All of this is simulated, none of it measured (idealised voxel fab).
process module | voxel air gaps
cross-section cut | 280 nm wide | cells 5 nm
A cross-section is a grid of square cells, given in bands from the top down. A band is one or more rows of cells.
Each band's line starts with the height of the band's top and of its bottom, in nm. Then come its materials from left to right, each with its width in nm. One material with "throughout" fills the band from edge to edge. "air" is empty space.
Height 0 is the level under which the wafer as received is all one material. The lowest band goes on downwards, as in "0 down".
A width such as "30 to 40" changes by the same amount from each row of cells to the next, from the band's top row to its bottom row.
"no change" after a step means that no cell of the cross-section changed.
closed voids: empty space of 8 cells or more with no open way to the top, each as width x height at its distance from the left edge, in nm
after a step's settings: what the simulator itself notes on the step
overlay nm, on a step with a mask: how far to the right of its planned place the mask lay; to the left if negative
plan
1 op RECEIVE | material Si
2 op CONFORMAL_DEP | material SiO2 | thk nm 10
3 op CONFORMAL_DEP | material SiCN | thk nm 5
4 op DIRECTIONAL_DEP | material lowk | thk nm 35
5 op MASKED_ETCH | tone open | mask id LINES | width nm 15 | pitch nm 40 | etch materials lowk | depth nm 35 | overlay nm -15
6 op CONFORMAL_DEP | material TiN | thk nm 5
7 op FILL_DEP | material W | thk nm 10
8 op CMP | height nm 50
9 op EPI | material Ru | thk nm 10
10 op SELECTIVE_ETCH | etch materials lowk | depth nm 45
11 op CONFORMAL_DEP | material SiCN | thk nm 5
varied across the wafers: overlay nm of step 5. The plan shows the first wafer's value. All wafers start alike
first wafer as received, after step 1
  0 down: Si throughout
  closed voids: none
each wafer at the end: cells of each material gained (+) or lost (-) since it was received, then its closed voids
overlay nm -15 | +56 Ru | +204 SiCN | +112 SiO2 | +60 TiN | +24 W | closed voids: 15 x 25 at 75; 15 x 25 at 115; 15 x 25 at 155
overlay nm -10 | +56 Ru | +204 SiCN | +112 SiO2 | +60 TiN | +24 W | closed voids: 15 x 25 at 80; 15 x 25 at 120; 15 x 25 at 160
overlay nm -5 | +56 Ru | +204 SiCN | +112 SiO2 | +60 TiN | +24 W | closed voids: 15 x 25 at 85; 15 x 25 at 125; 15 x 25 at 165
overlay nm 0 | +56 Ru | +204 SiCN | +112 SiO2 | +60 TiN | +24 W | closed voids: 15 x 25 at 90; 15 x 25 at 130; 15 x 25 at 170
overlay nm 5 | +56 Ru | +204 SiCN | +112 SiO2 | +60 TiN | +24 W | closed voids: 15 x 25 at 95; 15 x 25 at 135; 15 x 25 at 175
overlay nm 10 | +56 Ru | +204 SiCN | +112 SiO2 | +60 TiN | +24 W | closed voids: 15 x 25 at 100; 15 x 25 at 140; 15 x 25 at 180
overlay nm 15 | +56 Ru | +204 SiCN | +112 SiO2 | +60 TiN | +24 W | closed voids: 15 x 25 at 105; 15 x 25 at 145; 15 x 25 at 185
